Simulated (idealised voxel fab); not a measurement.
Process module heading - voxel self aligned contacts
The cross-section shown here is cut; it is 245 nm wide and divided into square cells measuring 5 nm on a side.
Heads up, the way a cross-section reads in here is a grid of square cells, handed over as bands from the top down, with every band being one or more rows of cells.
Heads up on the band format: heights come first, top then bottom, in nm. After that it's the materials left to right, each with its width in nm. A single material flagged "edge to edge" fills the whole band edge to edge, and "empty" means there's empty space there.
Counting heights begins at 0, where everything beneath is, in the wafer as received, one material. The lowest band has no bottom; it goes on downwards, as "0 nm and below" shows.
Read "30->40" as a graded width: first number on top, second number at the bottom, same change between each pair of neighbouring rows.
The designation "remained unchanged", where it is given for a processing step, indicates that no cell of the cross-section was altered in the course of that step.
"Fully sealed cavities": sealed empty spaces, 8 cells or more, no open way to top, listed width x height at distance, with distance from the left edge and width, height and distance in nm.
Whatever follows a step's settings on its line is a remark the simulator itself makes about that step.
overlay nm: how far to the right of its planned place the mask lay on this masked step (negative: to the left).
Planned step list for the process
| 1 | RECEIVE | material Si |
| 2 | OXIDIZE | depth nm 5 |
| 3 | DIRECTIONAL_DEP | material polySi | thk nm 25 |
| 4 | DIRECTIONAL_DEP | material SiN | thk nm 15 |
| 5 | DIRECTIONAL_DEP | material aC | thk nm 15 |
| 6 | PATTERN | tone cover | mask id GATE | material resist | width nm 35 | pitch nm 70 | thk nm 35 | overlay nm 0 |
| 7 | DIRECTIONAL_ETCH | etch materials aC | depth nm 15 |
| 8 | STRIP | etch materials resist |
| 9 | DIRECTIONAL_ETCH | etch materials SiN | depth nm 15 |
| 10 | DIRECTIONAL_ETCH | etch materials polySi | depth nm 25 |
| 11 | STRIP | etch materials aC |
| 12 | CONFORMAL_DEP | material SiN | thk nm 5 |
| 13 | DIRECTIONAL_ETCH | etch materials SiN | depth nm 5 |
| 14 | FILL_DEP | material SiO2 | thk nm 10 |
| 15 | CMP | height nm 45 |
| 16 | PATTERN | tone open | mask id CONTACT | material resist | width nm 55 | thk nm 15 | overlay nm 0 |
| 17 | DIRECTIONAL_ETCH | etch materials SiO2 | depth nm 50 |
| 18 | STRIP | etch materials resist |
| 19 | CONFORMAL_DEP | material TiN | thk nm 5 |
| 20 | FILL_DEP | material W | thk nm 10 |
| 21 | CMP | height nm 45 |
| 22 | CONFORMAL_DEP | material SiN | thk nm 5 |
Account of the first of two wafers, which was processed as intended
Here's what the wafer looked like in cross-section when it arrived - that's after step 1
> 0 nm and below  Si edge to edge
> Fully sealed cavities: none
Step 2 complete: cross-section through the wafer
> 0 nm to -5 nm  SiO2 edge to edge
> Whatever lies below -5 is exactly as it was before.
Step 3 complete: cross-section through the wafer
> 25 nm to 0 nm  polySi edge to edge
> Whatever lies below 0 is exactly as it was before.
Step 4 complete: cross-section through the wafer
> 40 nm to 25 nm  SiN edge to edge
> Whatever lies below 25 is exactly as it was before.
Step 5 complete: cross-section through the wafer
> 55 nm to 40 nm  aC edge to edge
> Whatever lies below 40 is exactly as it was before.
Step 6 complete: cross-section through the wafer
> 90 nm to 55 nm  empty 70 nm  resist 35 nm  empty 35 nm  resist 35 nm  empty 70 nm
> Whatever lies below 55 is exactly as it was before.
Step 7 complete: cross-section through the wafer
> 75 nm to 55 nm  empty 70 nm  resist 35 nm  empty 35 nm  resist 35 nm  empty 70 nm
> 55 nm to 40 nm  empty 70 nm  aC 35 nm  empty 35 nm  aC 35 nm  empty 70 nm
> Whatever lies below 40 is exactly as it was before.
Step 8 complete: cross-section through the wafer
> 55 nm to 40 nm  empty 70 nm  aC 35 nm  empty 35 nm  aC 35 nm  empty 70 nm
> Whatever lies below 40 is exactly as it was before.
Step 9 complete: cross-section through the wafer
> 55 nm to 40 nm  empty 70 nm  aC 35 nm  empty 35 nm  aC 35 nm  empty 70 nm
> 40 nm to 25 nm  empty 70 nm  SiN 35 nm  empty 35 nm  SiN 35 nm  empty 70 nm
> Whatever lies below 25 is exactly as it was before.
Step 10 complete: cross-section through the wafer
> 55 nm to 40 nm  empty 70 nm  aC 35 nm  empty 35 nm  aC 35 nm  empty 70 nm
> 40 nm to 25 nm  empty 70 nm  SiN 35 nm  empty 35 nm  SiN 35 nm  empty 70 nm
> 25 nm to 0 nm  empty 70 nm  polySi 35 nm  empty 35 nm  polySi 35 nm  empty 70 nm
> Whatever lies below 0 is exactly as it was before.
Step 11 complete: cross-section through the wafer
> 40 nm to 25 nm  empty 70 nm  SiN 35 nm  empty 35 nm  SiN 35 nm  empty 70 nm
> Whatever lies below 25 is exactly as it was before.
Step 12 complete: cross-section through the wafer
> 45 nm to 25 nm  empty 65 nm  SiN 45 nm  empty 25 nm  SiN 45 nm  empty 65 nm
> 25 nm to 5 nm  empty 65 nm  SiN 5 nm  polySi 35 nm  SiN 5 nm  empty 25 nm  SiN 5 nm  polySi 35 nm  SiN 5 nm  empty 65 nm
> 5 nm to 0 nm  SiN 70 nm  polySi 35 nm  SiN 35 nm  polySi 35 nm  SiN 70 nm
> Whatever lies below 0 is exactly as it was before.
Step 13 complete: cross-section through the wafer
> 40 nm to 25 nm  empty 65 nm  SiN 45 nm  empty 25 nm  SiN 45 nm  empty 65 nm
> 25 nm to 0 nm  empty 65 nm  SiN 5 nm  polySi 35 nm  SiN 5 nm  empty 25 nm  SiN 5 nm  polySi 35 nm  SiN 5 nm  empty 65 nm
> Whatever lies below 0 is exactly as it was before.
Step 14 complete: cross-section through the wafer
> 50 nm to 40 nm  SiO2 edge to edge
> 40 nm to 25 nm  SiO2 65 nm  SiN 45 nm  SiO2 25 nm  SiN 45 nm  SiO2 65 nm
> 25 nm to 0 nm  SiO2 65 nm  SiN 5 nm  polySi 35 nm  SiN 5 nm  SiO2 25 nm  SiN 5 nm  polySi 35 nm  SiN 5 nm  SiO2 65 nm
> Whatever lies below 0 is exactly as it was before.
Step 15 complete: cross-section through the wafer
> 45 nm to 40 nm  SiO2 edge to edge
> Whatever lies below 40 is exactly as it was before.
Step 16 complete: cross-section through the wafer
> 60 nm to 45 nm  resist 95 nm  empty 55 nm  resist 95 nm
> Whatever lies below 45 is exactly as it was before.
Step 17 complete: cross-section through the wafer
> 60 nm to 45 nm  resist 95 nm  empty 55 nm  resist 95 nm
> 45 nm to 40 nm  SiO2 95 nm  empty 55 nm  SiO2 95 nm
> 40 nm to 25 nm  SiO2 65 nm  SiN 45 nm  empty 25 nm  SiN 45 nm  SiO2 65 nm
> 25 nm to 0 nm  SiO2 65 nm  SiN 5 nm  polySi 35 nm  SiN 5 nm  empty 25 nm  SiN 5 nm  polySi 35 nm  SiN 5 nm  SiO2 65 nm
> 0 nm to -5 nm  SiO2 110 nm  empty 25 nm  SiO2 110 nm
> Whatever lies below -5 is exactly as it was before.
Step 18 complete: cross-section through the wafer
> 45 nm to 40 nm  SiO2 95 nm  empty 55 nm  SiO2 95 nm
> Whatever lies below 40 is exactly as it was before.
Step 19 complete: cross-section through the wafer
> 50 nm to 45 nm  TiN 100 nm  empty 45 nm  TiN 100 nm
> 45 nm to 40 nm  SiO2 95 nm  TiN 20 nm  empty 15 nm  TiN 20 nm  SiO2 95 nm
> 40 nm to 25 nm  SiO2 65 nm  SiN 45 nm  TiN 5 nm  empty 15 nm  TiN 5 nm  SiN 45 nm  SiO2 65 nm
> 25 nm to 0 nm  SiO2 65 nm  SiN 5 nm  polySi 35 nm  SiN 5 nm  TiN 5 nm  empty 15 nm  TiN 5 nm  SiN 5 nm  polySi 35 nm  SiN 5 nm  SiO2 65 nm
> 0 nm to -5 nm  SiO2 110 nm  TiN 25 nm  SiO2 110 nm
> Whatever lies below -5 is exactly as it was before.
Step 20 complete: cross-section through the wafer
> 60 nm to 50 nm  W edge to edge
> 50 nm to 45 nm  TiN 100 nm  W 45 nm  TiN 100 nm
> 45 nm to 40 nm  SiO2 95 nm  TiN 20 nm  W 15 nm  TiN 20 nm  SiO2 95 nm
> 40 nm to 25 nm  SiO2 65 nm  SiN 45 nm  TiN 5 nm  W 15 nm  TiN 5 nm  SiN 45 nm  SiO2 65 nm
> 25 nm to 0 nm  SiO2 65 nm  SiN 5 nm  polySi 35 nm  SiN 5 nm  TiN 5 nm  W 15 nm  TiN 5 nm  SiN 5 nm  polySi 35 nm  SiN 5 nm  SiO2 65 nm
> Whatever lies below 0 is exactly as it was before.
Step 21 complete: cross-section through the wafer
> 45 nm to 40 nm  SiO2 95 nm  TiN 20 nm  W 15 nm  TiN 20 nm  SiO2 95 nm
> Whatever lies below 40 is exactly as it was before.
Step 22 complete: cross-section through the wafer
> 50 nm to 45 nm  SiN edge to edge
> Whatever lies below 45 is exactly as it was before.
Second wafer, same starting state and plan as the first, one mistake in the run, identical through step 5
Second wafer, sectioned view, at step 6's planned end time
> 90 nm to 55 nm  empty 65 nm  resist 35 nm  empty 35 nm  resist 35 nm  empty 75 nm
> Whatever lies below 55 is exactly as it was before.
Second wafer, sectioned view, at step 7's planned end time
> 75 nm to 55 nm  empty 65 nm  resist 35 nm  empty 35 nm  resist 35 nm  empty 75 nm
> 55 nm to 40 nm  empty 65 nm  aC 35 nm  empty 35 nm  aC 35 nm  empty 75 nm
> Whatever lies below 40 is exactly as it was before.
Second wafer, sectioned view, at step 8's planned end time
> 55 nm to 40 nm  empty 65 nm  aC 35 nm  empty 35 nm  aC 35 nm  empty 75 nm
> Whatever lies below 40 is exactly as it was before.
Second wafer, sectioned view, at step 9's planned end time
> 55 nm to 40 nm  empty 65 nm  aC 35 nm  empty 35 nm  aC 35 nm  empty 75 nm
> 40 nm to 25 nm  empty 65 nm  SiN 35 nm  empty 35 nm  SiN 35 nm  empty 75 nm
> Whatever lies below 25 is exactly as it was before.
Second wafer, sectioned view, at step 10's planned end time
> 55 nm to 40 nm  empty 65 nm  aC 35 nm  empty 35 nm  aC 35 nm  empty 75 nm
> 40 nm to 25 nm  empty 65 nm  SiN 35 nm  empty 35 nm  SiN 35 nm  empty 75 nm
> 25 nm to 0 nm  empty 65 nm  polySi 35 nm  empty 35 nm  polySi 35 nm  empty 75 nm
> Whatever lies below 0 is exactly as it was before.
Second wafer, sectioned view, at step 11's planned end time
> 40 nm to 25 nm  empty 65 nm  SiN 35 nm  empty 35 nm  SiN 35 nm  empty 75 nm
> Whatever lies below 25 is exactly as it was before.
Second wafer, sectioned view, at step 12's planned end time
> 45 nm to 25 nm  empty 60 nm  SiN 45 nm  empty 25 nm  SiN 45 nm  empty 70 nm
> 25 nm to 5 nm  empty 60 nm  SiN 5 nm  polySi 35 nm  SiN 5 nm  empty 25 nm  SiN 5 nm  polySi 35 nm  SiN 5 nm  empty 70 nm
> 5 nm to 0 nm  SiN 65 nm  polySi 35 nm  SiN 35 nm  polySi 35 nm  SiN 75 nm
> Whatever lies below 0 is exactly as it was before.
Second wafer, sectioned view, at step 13's planned end time
> 40 nm to 25 nm  empty 60 nm  SiN 45 nm  empty 25 nm  SiN 45 nm  empty 70 nm
> 25 nm to 0 nm  empty 60 nm  SiN 5 nm  polySi 35 nm  SiN 5 nm  empty 25 nm  SiN 5 nm  polySi 35 nm  SiN 5 nm  empty 70 nm
> Whatever lies below 0 is exactly as it was before.
Second wafer, sectioned view, at step 14's planned end time
> 50 nm to 40 nm  SiO2 edge to edge
> 40 nm to 25 nm  SiO2 60 nm  SiN 45 nm  SiO2 25 nm  SiN 45 nm  SiO2 70 nm
> 25 nm to 0 nm  SiO2 60 nm  SiN 5 nm  polySi 35 nm  SiN 5 nm  SiO2 25 nm  SiN 5 nm  polySi 35 nm  SiN 5 nm  SiO2 70 nm
> Whatever lies below 0 is exactly as it was before.
Second wafer, sectioned view, at step 15's planned end time
> 45 nm to 40 nm  SiO2 edge to edge
> Whatever lies below 40 is exactly as it was before.
Second wafer, sectioned view, at step 16's planned end time
> 60 nm to 45 nm  resist 95 nm  empty 55 nm  resist 95 nm
> Whatever lies below 45 is exactly as it was before.
Second wafer, sectioned view, at step 17's planned end time
> 60 nm to 45 nm  resist 95 nm  empty 55 nm  resist 95 nm
> 45 nm to 40 nm  SiO2 95 nm  empty 55 nm  SiO2 95 nm
> 40 nm to 25 nm  SiO2 60 nm  SiN 45 nm  empty 25 nm  SiN 45 nm  SiO2 70 nm
> 25 nm to 0 nm  SiO2 60 nm  SiN 5 nm  polySi 35 nm  SiN 5 nm  empty 25 nm  SiN 5 nm  polySi 35 nm  SiN 5 nm  SiO2 70 nm
> 0 nm to -5 nm  SiO2 105 nm  empty 25 nm  SiO2 115 nm
> Whatever lies below -5 is exactly as it was before.
Second wafer, sectioned view, at step 18's planned end time
> 45 nm to 40 nm  SiO2 95 nm  empty 55 nm  SiO2 95 nm
> Whatever lies below 40 is exactly as it was before.
Second wafer, sectioned view, at step 19's planned end time
> 50 nm to 45 nm  TiN 100 nm  empty 45 nm  TiN 100 nm
> 45 nm to 40 nm  SiO2 95 nm  TiN 15 nm  empty 15 nm  TiN 25 nm  SiO2 95 nm
> 40 nm to 25 nm  SiO2 60 nm  SiN 45 nm  TiN 5 nm  empty 15 nm  TiN 5 nm  SiN 45 nm  SiO2 70 nm
> 25 nm to 0 nm  SiO2 60 nm  SiN 5 nm  polySi 35 nm  SiN 5 nm  TiN 5 nm  empty 15 nm  TiN 5 nm  SiN 5 nm  polySi 35 nm  SiN 5 nm  SiO2 70 nm
> 0 nm to -5 nm  SiO2 105 nm  TiN 25 nm  SiO2 115 nm
> Whatever lies below -5 is exactly as it was before.
Second wafer, sectioned view, at step 20's planned end time
> 60 nm to 50 nm  W edge to edge
> 50 nm to 45 nm  TiN 100 nm  W 45 nm  TiN 100 nm
> 45 nm to 40 nm  SiO2 95 nm  TiN 15 nm  W 15 nm  TiN 25 nm  SiO2 95 nm
> 40 nm to 25 nm  SiO2 60 nm  SiN 45 nm  TiN 5 nm  W 15 nm  TiN 5 nm  SiN 45 nm  SiO2 70 nm
> 25 nm to 0 nm  SiO2 60 nm  SiN 5 nm  polySi 35 nm  SiN 5 nm  TiN 5 nm  W 15 nm  TiN 5 nm  SiN 5 nm  polySi 35 nm  SiN 5 nm  SiO2 70 nm
> Whatever lies below 0 is exactly as it was before.
Second wafer, sectioned view, at step 21's planned end time
> 45 nm to 40 nm  SiO2 95 nm  TiN 15 nm  W 15 nm  TiN 25 nm  SiO2 95 nm
> Whatever lies below 40 is exactly as it was before.
Second wafer, sectioned view, at step 22's planned end time
> 50 nm to 45 nm  SiN edge to edge
> Whatever lies below 45 is exactly as it was before.
The mistake made against the process plan was this: step 6, actual vs plan mismatch, actual run PATTERN | tone cover | mask id GATE | material resist | width nm 35 | pitch nm 70 | thk nm 35 | overlay nm -5
at the end the second wafer has, in cells: as many of each material as the first, in other places
